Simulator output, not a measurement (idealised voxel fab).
process module | voxel trench capacitor
cross-section cut | 205 nm wide | cells 5 nm
A cross-section is a grid of square cells, given in bands from the top down. A band is one or more rows of cells.
Each band's line starts with the height of the band's top and of its bottom, in nm. Then come its materials from left to right, each with its width in nm. One material with "throughout" fills the band from edge to edge. "air" is empty space.
Height 0 is the level under which the wafer as received is all one material. The lowest band goes on downwards, as in "0 down".
A width such as "30 to 40" changes by the same amount from each row of cells to the next, from the band's top row to its bottom row.
"no change" after a step means that no cell of the cross-section changed.
closed voids: empty space of 8 cells or more with no open way to the top, each as width x height at its distance from the left edge, in nm
after a step's settings: what the simulator itself notes on the step
overlay nm, on a step with a mask: how far to the right of its planned place the mask lay; to the left if negative
plan
1 op RECEIVE | material Si
2 op CONFORMAL_DEP | material SiN | thk nm 10
3 op MASKED_ETCH | tone open | mask id TRENCH | width nm 25 | pitch nm 45 | etch materials SiN | depth nm 10 | overlay nm 0
4 op MASKED_ETCH | tone open | mask id TRENCH | width nm 25 | pitch nm 45 | etch materials Si | depth nm 25 | overlay nm 0
5 op CONFORMAL_DEP | material Al2O3 | thk nm 5
6 op FILL_DEP | material polySi | thk nm 5
7 op CMP | height nm 10
first wafer, as planned
as received, after step 1
  0 down: Si throughout
  closed voids: none
after step 2
  10 to 0: SiN throughout
  below 0: unchanged
after step 3
  10 to 0: SiN 65 | air 25 | SiN 20 | air 25 | SiN 70
  below 0: unchanged
after step 4
  10 to 0: SiN 65 | air 25 | SiN 20 | air 25 | SiN 70
  0 to -25: Si 65 | air 25 | Si 20 | air 25 | Si 70
  below -25: unchanged
after step 5
  15 to 10: Al2O3 70 | air 15 | Al2O3 30 | air 15 | Al2O3 75
  10 to 0: SiN 65 | Al2O3 5 | air 15 | Al2O3 5 | SiN 20 | Al2O3 5 | air 15 | Al2O3 5 | SiN 70
  0 to -20: Si 65 | Al2O3 5 | air 15 | Al2O3 5 | Si 20 | Al2O3 5 | air 15 | Al2O3 5 | Si 70
  -20 to -25: Si 65 | Al2O3 25 | Si 20 | Al2O3 25 | Si 70
  below -25: unchanged
after step 6
  20 to 15: polySi throughout
  15 to 10: Al2O3 70 | polySi 15 | Al2O3 30 | polySi 15 | Al2O3 75
  10 to 0: SiN 65 | Al2O3 5 | polySi 15 | Al2O3 5 | SiN 20 | Al2O3 5 | polySi 15 | Al2O3 5 | SiN 70
  0 to -20: Si 65 | Al2O3 5 | polySi 15 | Al2O3 5 | Si 20 | Al2O3 5 | polySi 15 | Al2O3 5 | Si 70
  below -20: unchanged
after step 7
  10 to 0: SiN 65 | Al2O3 5 | polySi 15 | Al2O3 5 | SiN 20 | Al2O3 5 | polySi 15 | Al2O3 5 | SiN 70
  below 0: unchanged
second wafer: like start, like plan, one mistake. Through step 2 it matches the first wafer
when step 3 should have ended
  10 to 0: SiN 60 | air 25 | SiN 20 | air 25 | SiN 75
  below 0: unchanged
when step 4 should have ended
  10 to 0: SiN 60 | air 25 | SiN 20 | air 25 | SiN 75
  0 to -25: Si 65 | air 20 | Si 25 | air 20 | Si 75
  below -25: unchanged
when step 5 should have ended
  15 to 10: Al2O3 65 | air 15 | Al2O3 30 | air 15 | Al2O3 80
  10 to 0: SiN 60 | Al2O3 5 to 10 | air 15 to 10 | Al2O3 5 | SiN 20 | Al2O3 5 to 10 | air 15 to 10 | Al2O3 5 | SiN 75
  0 to -20: Si 65 | Al2O3 5 | air 10 | Al2O3 5 | Si 25 | Al2O3 5 | air 10 | Al2O3 5 | Si 75
  -20 to -25: Si 65 | Al2O3 20 | Si 25 | Al2O3 20 | Si 75
  below -25: unchanged
when step 6 should have ended
  20 to 15: polySi throughout
  15 to 10: Al2O3 65 | polySi 15 | Al2O3 30 | polySi 15 | Al2O3 80
  10 to 0: SiN 60 | Al2O3 5 to 10 | polySi 15 to 10 | Al2O3 5 | SiN 20 | Al2O3 5 to 10 | polySi 15 to 10 | Al2O3 5 | SiN 75
  0 to -20: Si 65 | Al2O3 5 | polySi 10 | Al2O3 5 | Si 25 | Al2O3 5 | polySi 10 | Al2O3 5 | Si 75
  below -20: unchanged
when step 7 should have ended
  10 to 0: SiN 60 | Al2O3 5 to 10 | polySi 15 to 10 | Al2O3 5 | SiN 20 | Al2O3 5 to 10 | polySi 15 to 10 | Al2O3 5 | SiN 75
  below 0: unchanged
what went wrong: step 3 ran as: op MASKED_ETCH | tone open | mask id TRENCH | width nm 25 | pitch nm 45 | etch materials SiN | depth nm 10 | overlay nm -5
at the end the second wafer has, in cells: 10 more of Si | 10 fewer of polySi
